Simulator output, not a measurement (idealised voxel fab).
Process module, titled voxel wiring stack
In the cross-section labelled cut, the width is 205 nm and each square cell is 5 nm.
Throughout this document, each cross-section is represented as a grid of square cells and is presented as a sequence of bands enumerated from the top downward, where a band comprises one or more rows of cells.
This entry defines a band. It first specifies the height of the band's top and the height of its bottom in nm, and then specifies the band's materials from left to right, stating each material with its width in nm. The word "everywhere" identifies a single material that fills the band from edge to edge, while the word "empty" identifies empty space.
Below 0: as-received wafer, all one material; heights counted from there. Lowest band: no bottom, goes on down, written "0 -> down".
A two-number width, for instance "30->40", indicates that the width is equal to the first number in the top row of the band and to the second number in the bottom row, and that it changes by a constant amount per row of cells.
The cross-section has no changed cell in any step marked "stayed the same".
Heads up: "Closed internal cavities" only lists the empty pockets with no open path to the top that are 8 cells or more, and it writes them as width x height at distance, distance from the left edge, in nm.
The remark found on a step's line after its settings is issued by the simulator itself and pertains to that step.
"overlay nm" answers the question of how far to the right of plan the mask lay on a step that has a mask, and when it is negative the answer is to the left.

-- The following list gives the planned process steps
| 1 | RECEIVE with material Si |
| 2 | CONFORMAL_DEP with material SiO2, thk nm 15 |
| 3 | DIRECTIONAL_DEP with material TiN, thk nm 5 |
| 4 | DIRECTIONAL_DEP with material W, thk nm 25 |
| 5 | DIRECTIONAL_DEP with material aC, thk nm 15 |
| 6 | PATTERN with tone cover, mask id METAL_1, material resist, width nm 20, pitch nm 40, thk nm 30, overlay nm 0 |
| 7 | DIRECTIONAL_ETCH with etch materials aC, depth nm 15 |
| 8 | STRIP with etch materials resist |
| 9 | DIRECTIONAL_ETCH with etch materials W, depth nm 25 |
| 10 | DIRECTIONAL_ETCH with etch materials TiN, depth nm 5 |
| 11 | STRIP with etch materials aC |
| 12 | CONFORMAL_DEP with material SiCN, thk nm 5 |
| 13 | FILL_DEP with material SiO2, thk nm 5 |
| 14 | CMP with height nm 45 |
| 15 | CONFORMAL_DEP with material SiCN, thk nm 5 |
| 16 | DIRECTIONAL_DEP with material lowk, thk nm 30 |
| 17 | MASKED_ETCH with tone open, mask id METAL_2_HOLES, width nm 15, pitch nm 80, etch materials lowk, depth nm 30, overlay nm 0 |
| 18 | PATTERN with tone open, mask id METAL_2, material resist, width nm 20, pitch nm 40, thk nm 20, overlay nm 0 |
| 19 | DIRECTIONAL_ETCH with etch materials lowk, depth nm 15 |
| 20 | DIRECTIONAL_ETCH with etch materials SiCN, depth nm 5 |
| 21 | STRIP with etch materials resist |
| 22 | CONFORMAL_DEP with material TiN, thk nm 5 |
| 23 | FILL_DEP with material Cu, thk nm 5 |
| 24 | CMP with height nm 80 |
| 25 | CONFORMAL_DEP with material SiCN, thk nm 5 |
| 26 | DIRECTIONAL_DEP with material SiO2, thk nm 30 |
| 27 | MASKED_ETCH with tone open, mask id METAL_3, width nm 20, pitch nm 40, etch materials SiO2, depth nm 15, overlay nm 0 |
| 28 | MASKED_ETCH with tone open, mask id METAL_3_HOLES, width nm 15, pitch nm 80, etch materials SiO2, depth nm 15, overlay nm 0 |
| 29 | MASKED_ETCH with tone open, mask id METAL_3_HOLES, width nm 15, pitch nm 80, etch materials SiCN, depth nm 5, overlay nm 0 |
| 30 | CONFORMAL_DEP with material TiN, thk nm 5 |
| 31 | FILL_DEP with material Ru, thk nm 5 |
| 32 | CMP with height nm 115 |
| 33 | CONFORMAL_DEP with material SiCN, thk nm 5 |
| 34 | DIRECTIONAL_DEP with material SiO2, thk nm 25 |
| 35 | MASKED_ETCH with tone open, mask id METAL_4, width nm 20, pitch nm 40, etch materials SiO2, depth nm 15, overlay nm 0 |
| 36 | PATTERN with tone open, mask id METAL_4_HOLES, material resist, width nm 15, pitch nm 80, thk nm 20, overlay nm 0 |
| 37 | DIRECTIONAL_ETCH with etch materials SiO2, depth nm 10 |
| 38 | DIRECTIONAL_ETCH with etch materials SiCN, depth nm 5 |
| 39 | STRIP with etch materials resist |
| 40 | CONFORMAL_DEP with material TiN, thk nm 5 |
| 41 | FILL_DEP with material Ru, thk nm 10 |
| 42 | CMP with height nm 145 |
| 43 | CONFORMAL_DEP with material SiN, thk nm 5 |

-- First of two wafers - as planned

-- This is the cross-section of the wafer as we received it, i.e. after step 1
0 -> down | Si everywhere
Closed internal cavities: none

-- after step 2
15 -> 0 | SiO2 everywhere
Nothing below the height 0 has changed.

-- after step 3
20 -> 15 | TiN everywhere
Nothing below the height 15 has changed.

-- after step 4
45 -> 20 | W everywhere
Nothing below the height 20 has changed.

-- after step 5
60 -> 45 | aC everywhere
Nothing below the height 45 has changed.

-- after step 6
90 -> 60 | empty (30), resist (20), empty (20), resist (20), empty (20), resist (20), empty (20), resist (20), empty (35)
Nothing below the height 60 has changed.

-- after step 7
75 -> 60 | empty (30), resist (20), empty (20), resist (20), empty (20), resist (20), empty (20), resist (20), empty (35)
60 -> 45 | empty (30), aC (20), empty (20), aC (20), empty (20), aC (20), empty (20), aC (20), empty (35)
Nothing below the height 45 has changed.

-- after step 8
60 -> 45 | empty (30), aC (20), empty (20), aC (20), empty (20), aC (20), empty (20), aC (20), empty (35)
Nothing below the height 45 has changed.

-- after step 9
60 -> 45 | empty (30), aC (20), empty (20), aC (20), empty (20), aC (20), empty (20), aC (20), empty (35)
45 -> 20 | empty (30), W (20), empty (20), W (20), empty (20), W (20), empty (20), W (20), empty (35)
Nothing below the height 20 has changed.

-- after step 10
60 -> 45 | empty (30), aC (20), empty (20), aC (20), empty (20), aC (20), empty (20), aC (20), empty (35)
45 -> 20 | empty (30), W (20), empty (20), W (20), empty (20), W (20), empty (20), W (20), empty (35)
20 -> 15 | empty (30), TiN (20), empty (20), TiN (20), empty (20), TiN (20), empty (20), TiN (20), empty (35)
Nothing below the height 15 has changed.

-- after step 11
45 -> 20 | empty (30), W (20), empty (20), W (20), empty (20), W (20), empty (20), W (20), empty (35)
Nothing below the height 20 has changed.

-- after step 12
50 -> 45 | empty (25), SiCN (30), empty (10), SiCN (30), empty (10), SiCN (30), empty (10), SiCN (30), empty (30)
45 -> 20 | empty (25), SiCN (5), W (20), SiCN (5), empty (10), SiCN (5), W (20), SiCN (5), empty (10), SiCN (5), W (20), SiCN (5), empty (10), SiCN (5), W (20), SiCN (5), empty (30)
20 -> 15 | SiCN (30), TiN (20), SiCN (20), TiN (20), SiCN (20), TiN (20), SiCN (20), TiN (20), SiCN (35)
Nothing below the height 15 has changed.

-- after step 13
55 -> 50 | SiO2 everywhere
50 -> 45 | SiO2 (25), SiCN (30), SiO2 (10), SiCN (30), SiO2 (10), SiCN (30), SiO2 (10), SiCN (30), SiO2 (30)
45 -> 20 | SiO2 (25), SiCN (5), W (20), SiCN (5), SiO2 (10), SiCN (5), W (20), SiCN (5), SiO2 (10), SiCN (5), W (20), SiCN (5), SiO2 (10), SiCN (5), W (20), SiCN (5), SiO2 (30)
Nothing below the height 20 has changed.

-- after step 14
45 -> 20 | SiO2 (25), SiCN (5), W (20), SiCN (5), SiO2 (10), SiCN (5), W (20), SiCN (5), SiO2 (10), SiCN (5), W (20), SiCN (5), SiO2 (10), SiCN (5), W (20), SiCN (5), SiO2 (30)
Nothing below the height 20 has changed.

-- after step 15
50 -> 45 | SiCN everywhere
Nothing below the height 45 has changed.

-- after step 16
80 -> 50 | lowk everywhere
Nothing below the height 50 has changed.

-- after step 17
80 -> 50 | lowk (30), empty (15), lowk (65), empty (15), lowk (80)
Nothing below the height 50 has changed.

-- after step 18
100 -> 80 | resist (30), empty (20), resist (20), empty (20), resist (20), empty (20), resist (20), empty (20), resist (35)
Nothing below the height 80 has changed.

-- after step 19
100 -> 80 | resist (30), empty (20), resist (20), empty (20), resist (20), empty (20), resist (20), empty (20), resist (35)
80 -> 65 | lowk (30), empty (20), lowk (20), empty (20), lowk (20), empty (20), lowk (20), empty (20), lowk (35)
Nothing below the height 65 has changed.

-- after step 20
100 -> 80 | resist (30), empty (20), resist (20), empty (20), resist (20), empty (20), resist (20), empty (20), resist (35)
80 -> 65 | lowk (30), empty (20), lowk (20), empty (20), lowk (20), empty (20), lowk (20), empty (20), lowk (35)
65 -> 50 | lowk (30), empty (15), lowk (65), empty (15), lowk (80)
50 -> 45 | SiCN (30), empty (15), SiCN (65), empty (15), SiCN (80)
Nothing below the height 45 has changed.

-- after step 21
80 -> 65 | lowk (30), empty (20), lowk (20), empty (20), lowk (20), empty (20), lowk (20), empty (20), lowk (35)
Nothing below the height 65 has changed.

-- after step 22
85 -> 80 | TiN (35), empty (10), TiN (30), empty (10), TiN (30), empty (10), TiN (30), empty (10), TiN (40)
80 -> 70 | lowk (30), TiN (5), empty (10), TiN (5), lowk (20), TiN (5), empty (10), TiN (5), lowk (20), TiN (5), empty (10), TiN (5), lowk (20), TiN (5), empty (10), TiN (5), lowk (35)
70 -> 65 | lowk (30), TiN (5), empty (5), TiN (10), lowk (20), TiN (20), lowk (20), TiN (5), empty (5), TiN (10), lowk (20), TiN (20), lowk (35)
65 -> 50 | lowk (30), TiN (5), empty (5), TiN (5), lowk (65), TiN (5), empty (5), TiN (5), lowk (80)
50 -> 45 | SiCN (30), TiN (15), SiCN (65), TiN (15), SiCN (80)
Nothing below the height 45 has changed.

-- after step 23
90 -> 85 | Cu everywhere
85 -> 80 | TiN (35), Cu (10), TiN (30), Cu (10), TiN (30), Cu (10), TiN (30), Cu (10), TiN (40)
80 -> 70 | lowk (30), TiN (5), Cu (10), TiN (5), lowk (20), TiN (5), Cu (10), TiN (5), lowk (20), TiN (5), Cu (10), TiN (5), lowk (20), TiN (5), Cu (10), TiN (5), lowk (35)
70 -> 65 | lowk (30), TiN (5), Cu (5), TiN (10), lowk (20), TiN (20), lowk (20), TiN (5), Cu (5), TiN (10), lowk (20), TiN (20), lowk (35)
65 -> 50 | lowk (30), TiN (5), Cu (5), TiN (5), lowk (65), TiN (5), Cu (5), TiN (5), lowk (80)
Nothing below the height 50 has changed.

-- after step 24
80 -> 70 | lowk (30), TiN (5), Cu (10), TiN (5), lowk (20), TiN (5), Cu (10), TiN (5), lowk (20), TiN (5), Cu (10), TiN (5), lowk (20), TiN (5), Cu (10), TiN (5), lowk (35)
Nothing below the height 70 has changed.

-- after step 25
85 -> 80 | SiCN everywhere
Nothing below the height 80 has changed.

-- after step 26
115 -> 85 | SiO2 everywhere
Nothing below the height 85 has changed.

-- after step 27
115 -> 100 | SiO2 (30), empty (20), SiO2 (20), empty (20), SiO2 (20), empty (20), SiO2 (20), empty (20), SiO2 (35)
Nothing below the height 100 has changed.

-- after step 28
115 -> 100 | SiO2 (30), empty (20), SiO2 (20), empty (20), SiO2 (20), empty (20), SiO2 (20), empty (20), SiO2 (35)
100 -> 85 | SiO2 (30), empty (15), SiO2 (65), empty (15), SiO2 (80)
Nothing below the height 85 has changed.

-- after step 29
115 -> 100 | SiO2 (30), empty (20), SiO2 (20), empty (20), SiO2 (20), empty (20), SiO2 (20), empty (20), SiO2 (35)
100 -> 85 | SiO2 (30), empty (15), SiO2 (65), empty (15), SiO2 (80)
85 -> 80 | SiCN (30), empty (15), SiCN (65), empty (15), SiCN (80)
Nothing below the height 80 has changed.

-- after step 30
120 -> 115 | TiN (35), empty (10), TiN (30), empty (10), TiN (30), empty (10), TiN (30), empty (10), TiN (40)
115 -> 105 | SiO2 (30), TiN (5), empty (10), TiN (5), SiO2 (20), TiN (5), empty (10), TiN (5), SiO2 (20), TiN (5), empty (10), TiN (5), SiO2 (20), TiN (5), empty (10), TiN (5), SiO2 (35)
105 -> 100 | SiO2 (30), TiN (5), empty (5), TiN (10), SiO2 (20), TiN (20), SiO2 (20), TiN (5), empty (5), TiN (10), SiO2 (20), TiN (20), SiO2 (35)
100 -> 85 | SiO2 (30), TiN (5), empty (5), TiN (5), SiO2 (65), TiN (5), empty (5), TiN (5), SiO2 (80)
85 -> 80 | SiCN (30), TiN (15), SiCN (65), TiN (15), SiCN (80)
Nothing below the height 80 has changed.

-- after step 31
125 -> 120 | Ru everywhere
120 -> 115 | TiN (35), Ru (10), TiN (30), Ru (10), TiN (30), Ru (10), TiN (30), Ru (10), TiN (40)
115 -> 105 | SiO2 (30), TiN (5), Ru (10), TiN (5), SiO2 (20), TiN (5), Ru (10), TiN (5), SiO2 (20), TiN (5), Ru (10), TiN (5), SiO2 (20), TiN (5), Ru (10), TiN (5), SiO2 (35)
105 -> 100 | SiO2 (30), TiN (5), Ru (5), TiN (10), SiO2 (20), TiN (20), SiO2 (20), TiN (5), Ru (5), TiN (10), SiO2 (20), TiN (20), SiO2 (35)
100 -> 85 | SiO2 (30), TiN (5), Ru (5), TiN (5), SiO2 (65), TiN (5), Ru (5), TiN (5), SiO2 (80)
Nothing below the height 85 has changed.

-- after step 32
115 -> 105 | SiO2 (30), TiN (5), Ru (10), TiN (5), SiO2 (20), TiN (5), Ru (10), TiN (5), SiO2 (20), TiN (5), Ru (10), TiN (5), SiO2 (20), TiN (5), Ru (10), TiN (5), SiO2 (35)
Nothing below the height 105 has changed.

-- after step 33
120 -> 115 | SiCN everywhere
Nothing below the height 115 has changed.

-- after step 34
145 -> 120 | SiO2 everywhere
Nothing below the height 120 has changed.

-- after step 35
145 -> 130 | SiO2 (30), empty (20), SiO2 (20), empty (20), SiO2 (20), empty (20), SiO2 (20), empty (20), SiO2 (35)
Nothing below the height 130 has changed.

-- after step 36
165 -> 145 | resist (30), empty (15), resist (65), empty (15), resist (80)
145 -> 130 | SiO2 (30), empty (15), resist (5), SiO2 (20), resist (20), SiO2 (20), empty (15), resist (5), SiO2 (20), resist (20), SiO2 (35)
Nothing below the height 130 has changed.

-- after step 37
165 -> 145 | resist (30), empty (15), resist (65), empty (15), resist (80)
145 -> 130 | SiO2 (30), empty (15), resist (5), SiO2 (20), resist (20), SiO2 (20), empty (15), resist (5), SiO2 (20), resist (20), SiO2 (35)
130 -> 120 | SiO2 (30), empty (15), SiO2 (65), empty (15), SiO2 (80)
Nothing below the height 120 has changed.

-- after step 38
165 -> 145 | resist (30), empty (15), resist (65), empty (15), resist (80)
145 -> 130 | SiO2 (30), empty (15), resist (5), SiO2 (20), resist (20), SiO2 (20), empty (15), resist (5), SiO2 (20), resist (20), SiO2 (35)
130 -> 120 | SiO2 (30), empty (15), SiO2 (65), empty (15), SiO2 (80)
120 -> 115 | SiCN (30), empty (15), SiCN (65), empty (15), SiCN (80)
Nothing below the height 115 has changed.

-- after step 39
145 -> 130 | SiO2 (30), empty (20), SiO2 (20), empty (20), SiO2 (20), empty (20), SiO2 (20), empty (20), SiO2 (35)
Nothing below the height 130 has changed.

-- after step 40
150 -> 145 | TiN (35), empty (10), TiN (30), empty (10), TiN (30), empty (10), TiN (30), empty (10), TiN (40)
145 -> 135 | SiO2 (30), TiN (5), empty (10), TiN (5), SiO2 (20), TiN (5), empty (10), TiN (5), SiO2 (20), TiN (5), empty (10), TiN (5), SiO2 (20), TiN (5), empty (10), TiN (5), SiO2 (35)
135 -> 130 | SiO2 (30), TiN (5), empty (5), TiN (10), SiO2 (20), TiN (20), SiO2 (20), TiN (5), empty (5), TiN (10), SiO2 (20), TiN (20), SiO2 (35)
130 -> 120 | SiO2 (30), TiN (5), empty (5), TiN (5), SiO2 (65), TiN (5), empty (5), TiN (5), SiO2 (80)
120 -> 115 | SiCN (30), TiN (15), SiCN (65), TiN (15), SiCN (80)
Nothing below the height 115 has changed.

-- after step 41
160 -> 150 | Ru everywhere
150 -> 145 | TiN (35), Ru (10), TiN (30), Ru (10), TiN (30), Ru (10), TiN (30), Ru (10), TiN (40)
145 -> 135 | SiO2 (30), TiN (5), Ru (10), TiN (5), SiO2 (20), TiN (5), Ru (10), TiN (5), SiO2 (20), TiN (5), Ru (10), TiN (5), SiO2 (20), TiN (5), Ru (10), TiN (5), SiO2 (35)
135 -> 130 | SiO2 (30), TiN (5), Ru (5), TiN (10), SiO2 (20), TiN (20), SiO2 (20), TiN (5), Ru (5), TiN (10), SiO2 (20), TiN (20), SiO2 (35)
130 -> 120 | SiO2 (30), TiN (5), Ru (5), TiN (5), SiO2 (65), TiN (5), Ru (5), TiN (5), SiO2 (80)
Nothing below the height 120 has changed.

-- after step 42
145 -> 135 | SiO2 (30), TiN (5), Ru (10), TiN (5), SiO2 (20), TiN (5), Ru (10), TiN (5), SiO2 (20), TiN (5), Ru (10), TiN (5), SiO2 (20), TiN (5), Ru (10), TiN (5), SiO2 (35)
Nothing below the height 135 has changed.

-- after step 43
150 -> 145 | SiN everywhere
Nothing below the height 145 has changed.

-- Wafer two. Identical start, identical plan. One mistake in execution. Identical history through step 2

Cross-sectional view of the second wafer at the intended end time of process step 3: stayed the same

-- Cross-sectional view of the second wafer at the intended end time of process step 4
40 -> 15 | W everywhere
Nothing below the height 15 has changed.

-- Cross-sectional view of the second wafer at the intended end time of process step 5
55 -> 40 | aC everywhere
Nothing below the height 40 has changed.

-- Cross-sectional view of the second wafer at the intended end time of process step 6
85 -> 55 | empty (30), resist (20), empty (20), resist (20), empty (20), resist (20), empty (20), resist (20), empty (35)
Nothing below the height 55 has changed.

-- Cross-sectional view of the second wafer at the intended end time of process step 7
70 -> 55 | empty (30), resist (20), empty (20), resist (20), empty (20), resist (20), empty (20), resist (20), empty (35)
55 -> 40 | empty (30), aC (20), empty (20), aC (20), empty (20), aC (20), empty (20), aC (20), empty (35)
Nothing below the height 40 has changed.

-- Cross-sectional view of the second wafer at the intended end time of process step 8
55 -> 40 | empty (30), aC (20), empty (20), aC (20), empty (20), aC (20), empty (20), aC (20), empty (35)
Nothing below the height 40 has changed.

-- Cross-sectional view of the second wafer at the intended end time of process step 9
55 -> 40 | empty (30), aC (20), empty (20), aC (20), empty (20), aC (20), empty (20), aC (20), empty (35)
40 -> 15 | empty (30), W (20), empty (20), W (20), empty (20), W (20), empty (20), W (20), empty (35)
Nothing below the height 15 has changed.

Cross-sectional view of the second wafer at the intended end time of process step 10: stayed the same

-- Cross-sectional view of the second wafer at the intended end time of process step 11
40 -> 15 | empty (30), W (20), empty (20), W (20), empty (20), W (20), empty (20), W (20), empty (35)
Nothing below the height 15 has changed.

-- Cross-sectional view of the second wafer at the intended end time of process step 12
45 -> 40 | empty (25), SiCN (30), empty (10), SiCN (30), empty (10), SiCN (30), empty (10), SiCN (30), empty (30)
40 -> 20 | empty (25), SiCN (5), W (20), SiCN (5), empty (10), SiCN (5), W (20), SiCN (5), empty (10), SiCN (5), W (20), SiCN (5), empty (10), SiCN (5), W (20), SiCN (5), empty (30)
20 -> 15 | SiCN (30), W (20), SiCN (20), W (20), SiCN (20), W (20), SiCN (20), W (20), SiCN (35)
Nothing below the height 15 has changed.

-- Cross-sectional view of the second wafer at the intended end time of process step 13
50 -> 45 | SiO2 everywhere
45 -> 40 | SiO2 (25), SiCN (30), SiO2 (10), SiCN (30), SiO2 (10), SiCN (30), SiO2 (10), SiCN (30), SiO2 (30)
40 -> 20 | SiO2 (25), SiCN (5), W (20), SiCN (5), SiO2 (10), SiCN (5), W (20), SiCN (5), SiO2 (10), SiCN (5), W (20), SiCN (5), SiO2 (10), SiCN (5), W (20), SiCN (5), SiO2 (30)
Nothing below the height 20 has changed.

-- Cross-sectional view of the second wafer at the intended end time of process step 14
45 -> 40 | SiO2 (25), SiCN (30), SiO2 (10), SiCN (30), SiO2 (10), SiCN (30), SiO2 (10), SiCN (30), SiO2 (30)
Nothing below the height 40 has changed.

-- Cross-sectional view of the second wafer at the intended end time of process step 15
50 -> 45 | SiCN everywhere
Nothing below the height 45 has changed.

-- Cross-sectional view of the second wafer at the intended end time of process step 16
80 -> 50 | lowk everywhere
Nothing below the height 50 has changed.

-- Cross-sectional view of the second wafer at the intended end time of process step 17
80 -> 50 | lowk (30), empty (15), lowk (65), empty (15), lowk (80)
Nothing below the height 50 has changed.

-- Cross-sectional view of the second wafer at the intended end time of process step 18
100 -> 80 | resist (30), empty (20), resist (20), empty (20), resist (20), empty (20), resist (20), empty (20), resist (35)
Nothing below the height 80 has changed.

-- Cross-sectional view of the second wafer at the intended end time of process step 19
100 -> 80 | resist (30), empty (20), resist (20), empty (20), resist (20), empty (20), resist (20), empty (20), resist (35)
80 -> 65 | lowk (30), empty (20), lowk (20), empty (20), lowk (20), empty (20), lowk (20), empty (20), lowk (35)
Nothing below the height 65 has changed.

-- Cross-sectional view of the second wafer at the intended end time of process step 20
100 -> 80 | resist (30), empty (20), resist (20), empty (20), resist (20), empty (20), resist (20), empty (20), resist (35)
80 -> 65 | lowk (30), empty (20), lowk (20), empty (20), lowk (20), empty (20), lowk (20), empty (20), lowk (35)
65 -> 50 | lowk (30), empty (15), lowk (65), empty (15), lowk (80)
50 -> 45 | SiCN (30), empty (15), SiCN (65), empty (15), SiCN (80)
Nothing below the height 45 has changed.

-- Cross-sectional view of the second wafer at the intended end time of process step 21
80 -> 65 | lowk (30), empty (20), lowk (20), empty (20), lowk (20), empty (20), lowk (20), empty (20), lowk (35)
Nothing below the height 65 has changed.

-- Cross-sectional view of the second wafer at the intended end time of process step 22
85 -> 80 | TiN (35), empty (10), TiN (30), empty (10), TiN (30), empty (10), TiN (30), empty (10), TiN (40)
80 -> 70 | lowk (30), TiN (5), empty (10), TiN (5), lowk (20), TiN (5), empty (10), TiN (5), lowk (20), TiN (5), empty (10), TiN (5), lowk (20), TiN (5), empty (10), TiN (5), lowk (35)
70 -> 65 | lowk (30), TiN (5), empty (5), TiN (10), lowk (20), TiN (20), lowk (20), TiN (5), empty (5), TiN (10), lowk (20), TiN (20), lowk (35)
65 -> 50 | lowk (30), TiN (5), empty (5), TiN (5), lowk (65), TiN (5), empty (5), TiN (5), lowk (80)
50 -> 45 | SiCN (30), TiN (15), SiCN (65), TiN (15), SiCN (80)
Nothing below the height 45 has changed.

-- Cross-sectional view of the second wafer at the intended end time of process step 23
90 -> 85 | Cu everywhere
85 -> 80 | TiN (35), Cu (10), TiN (30), Cu (10), TiN (30), Cu (10), TiN (30), Cu (10), TiN (40)
80 -> 70 | lowk (30), TiN (5), Cu (10), TiN (5), lowk (20), TiN (5), Cu (10), TiN (5), lowk (20), TiN (5), Cu (10), TiN (5), lowk (20), TiN (5), Cu (10), TiN (5), lowk (35)
70 -> 65 | lowk (30), TiN (5), Cu (5), TiN (10), lowk (20), TiN (20), lowk (20), TiN (5), Cu (5), TiN (10), lowk (20), TiN (20), lowk (35)
65 -> 50 | lowk (30), TiN (5), Cu (5), TiN (5), lowk (65), TiN (5), Cu (5), TiN (5), lowk (80)
Nothing below the height 50 has changed.

-- Cross-sectional view of the second wafer at the intended end time of process step 24
80 -> 70 | lowk (30), TiN (5), Cu (10), TiN (5), lowk (20), TiN (5), Cu (10), TiN (5), lowk (20), TiN (5), Cu (10), TiN (5), lowk (20), TiN (5), Cu (10), TiN (5), lowk (35)
Nothing below the height 70 has changed.

-- Cross-sectional view of the second wafer at the intended end time of process step 25
85 -> 80 | SiCN everywhere
Nothing below the height 80 has changed.

-- Cross-sectional view of the second wafer at the intended end time of process step 26
115 -> 85 | SiO2 everywhere
Nothing below the height 85 has changed.

-- Cross-sectional view of the second wafer at the intended end time of process step 27
115 -> 100 | SiO2 (30), empty (20), SiO2 (20), empty (20), SiO2 (20), empty (20), SiO2 (20), empty (20), SiO2 (35)
Nothing below the height 100 has changed.

-- Cross-sectional view of the second wafer at the intended end time of process step 28
115 -> 100 | SiO2 (30), empty (20), SiO2 (20), empty (20), SiO2 (20), empty (20), SiO2 (20), empty (20), SiO2 (35)
100 -> 85 | SiO2 (30), empty (15), SiO2 (65), empty (15), SiO2 (80)
Nothing below the height 85 has changed.

-- Cross-sectional view of the second wafer at the intended end time of process step 29
115 -> 100 | SiO2 (30), empty (20), SiO2 (20), empty (20), SiO2 (20), empty (20), SiO2 (20), empty (20), SiO2 (35)
100 -> 85 | SiO2 (30), empty (15), SiO2 (65), empty (15), SiO2 (80)
85 -> 80 | SiCN (30), empty (15), SiCN (65), empty (15), SiCN (80)
Nothing below the height 80 has changed.

-- Cross-sectional view of the second wafer at the intended end time of process step 30
120 -> 115 | TiN (35), empty (10), TiN (30), empty (10), TiN (30), empty (10), TiN (30), empty (10), TiN (40)
115 -> 105 | SiO2 (30), TiN (5), empty (10), TiN (5), SiO2 (20), TiN (5), empty (10), TiN (5), SiO2 (20), TiN (5), empty (10), TiN (5), SiO2 (20), TiN (5), empty (10), TiN (5), SiO2 (35)
105 -> 100 | SiO2 (30), TiN (5), empty (5), TiN (10), SiO2 (20), TiN (20), SiO2 (20), TiN (5), empty (5), TiN (10), SiO2 (20), TiN (20), SiO2 (35)
100 -> 85 | SiO2 (30), TiN (5), empty (5), TiN (5), SiO2 (65), TiN (5), empty (5), TiN (5), SiO2 (80)
85 -> 80 | SiCN (30), TiN (15), SiCN (65), TiN (15), SiCN (80)
Nothing below the height 80 has changed.

-- Cross-sectional view of the second wafer at the intended end time of process step 31
125 -> 120 | Ru everywhere
120 -> 115 | TiN (35), Ru (10), TiN (30), Ru (10), TiN (30), Ru (10), TiN (30), Ru (10), TiN (40)
115 -> 105 | SiO2 (30), TiN (5), Ru (10), TiN (5), SiO2 (20), TiN (5), Ru (10), TiN (5), SiO2 (20), TiN (5), Ru (10), TiN (5), SiO2 (20), TiN (5), Ru (10), TiN (5), SiO2 (35)
105 -> 100 | SiO2 (30), TiN (5), Ru (5), TiN (10), SiO2 (20), TiN (20), SiO2 (20), TiN (5), Ru (5), TiN (10), SiO2 (20), TiN (20), SiO2 (35)
100 -> 85 | SiO2 (30), TiN (5), Ru (5), TiN (5), SiO2 (65), TiN (5), Ru (5), TiN (5), SiO2 (80)
Nothing below the height 85 has changed.

-- Cross-sectional view of the second wafer at the intended end time of process step 32
115 -> 105 | SiO2 (30), TiN (5), Ru (10), TiN (5), SiO2 (20), TiN (5), Ru (10), TiN (5), SiO2 (20), TiN (5), Ru (10), TiN (5), SiO2 (20), TiN (5), Ru (10), TiN (5), SiO2 (35)
Nothing below the height 105 has changed.

-- Cross-sectional view of the second wafer at the intended end time of process step 33
120 -> 115 | SiCN everywhere
Nothing below the height 115 has changed.

-- Cross-sectional view of the second wafer at the intended end time of process step 34
145 -> 120 | SiO2 everywhere
Nothing below the height 120 has changed.

-- Cross-sectional view of the second wafer at the intended end time of process step 35
145 -> 130 | SiO2 (30), empty (20), SiO2 (20), empty (20), SiO2 (20), empty (20), SiO2 (20), empty (20), SiO2 (35)
Nothing below the height 130 has changed.

-- Cross-sectional view of the second wafer at the intended end time of process step 36
165 -> 145 | resist (30), empty (15), resist (65), empty (15), resist (80)
145 -> 130 | SiO2 (30), empty (15), resist (5), SiO2 (20), resist (20), SiO2 (20), empty (15), resist (5), SiO2 (20), resist (20), SiO2 (35)
Nothing below the height 130 has changed.

-- Cross-sectional view of the second wafer at the intended end time of process step 37
165 -> 145 | resist (30), empty (15), resist (65), empty (15), resist (80)
145 -> 130 | SiO2 (30), empty (15), resist (5), SiO2 (20), resist (20), SiO2 (20), empty (15), resist (5), SiO2 (20), resist (20), SiO2 (35)
130 -> 120 | SiO2 (30), empty (15), SiO2 (65), empty (15), SiO2 (80)
Nothing below the height 120 has changed.

-- Cross-sectional view of the second wafer at the intended end time of process step 38
165 -> 145 | resist (30), empty (15), resist (65), empty (15), resist (80)
145 -> 130 | SiO2 (30), empty (15), resist (5), SiO2 (20), resist (20), SiO2 (20), empty (15), resist (5), SiO2 (20), resist (20), SiO2 (35)
130 -> 120 | SiO2 (30), empty (15), SiO2 (65), empty (15), SiO2 (80)
120 -> 115 | SiCN (30), empty (15), SiCN (65), empty (15), SiCN (80)
Nothing below the height 115 has changed.

-- Cross-sectional view of the second wafer at the intended end time of process step 39
145 -> 130 | SiO2 (30), empty (20), SiO2 (20), empty (20), SiO2 (20), empty (20), SiO2 (20), empty (20), SiO2 (35)
Nothing below the height 130 has changed.

-- Cross-sectional view of the second wafer at the intended end time of process step 40
150 -> 145 | TiN (35), empty (10), TiN (30), empty (10), TiN (30), empty (10), TiN (30), empty (10), TiN (40)
145 -> 135 | SiO2 (30), TiN (5), empty (10), TiN (5), SiO2 (20), TiN (5), empty (10), TiN (5), SiO2 (20), TiN (5), empty (10), TiN (5), SiO2 (20), TiN (5), empty (10), TiN (5), SiO2 (35)
135 -> 130 | SiO2 (30), TiN (5), empty (5), TiN (10), SiO2 (20), TiN (20), SiO2 (20), TiN (5), empty (5), TiN (10), SiO2 (20), TiN (20), SiO2 (35)
130 -> 120 | SiO2 (30), TiN (5), empty (5), TiN (5), SiO2 (65), TiN (5), empty (5), TiN (5), SiO2 (80)
120 -> 115 | SiCN (30), TiN (15), SiCN (65), TiN (15), SiCN (80)
Nothing below the height 115 has changed.

-- Cross-sectional view of the second wafer at the intended end time of process step 41
160 -> 150 | Ru everywhere
150 -> 145 | TiN (35), Ru (10), TiN (30), Ru (10), TiN (30), Ru (10), TiN (30), Ru (10), TiN (40)
145 -> 135 | SiO2 (30), TiN (5), Ru (10), TiN (5), SiO2 (20), TiN (5), Ru (10), TiN (5), SiO2 (20), TiN (5), Ru (10), TiN (5), SiO2 (20), TiN (5), Ru (10), TiN (5), SiO2 (35)
135 -> 130 | SiO2 (30), TiN (5), Ru (5), TiN (10), SiO2 (20), TiN (20), SiO2 (20), TiN (5), Ru (5), TiN (10), SiO2 (20), TiN (20), SiO2 (35)
130 -> 120 | SiO2 (30), TiN (5), Ru (5), TiN (5), SiO2 (65), TiN (5), Ru (5), TiN (5), SiO2 (80)
Nothing below the height 120 has changed.

-- Cross-sectional view of the second wafer at the intended end time of process step 42
145 -> 135 | SiO2 (30), TiN (5), Ru (10), TiN (5), SiO2 (20), TiN (5), Ru (10), TiN (5), SiO2 (20), TiN (5), Ru (10), TiN (5), SiO2 (20), TiN (5), Ru (10), TiN (5), SiO2 (35)
Nothing below the height 135 has changed.

-- Cross-sectional view of the second wafer at the intended end time of process step 43
150 -> 145 | SiN everywhere
Nothing below the height 145 has changed.
Here's what went sideways: step 3 in the plan did not get run; it was skipped
End of process, cell counts, second wafer against first, materials with more or fewer: SiCN: 16 more; TiN: 16 fewer
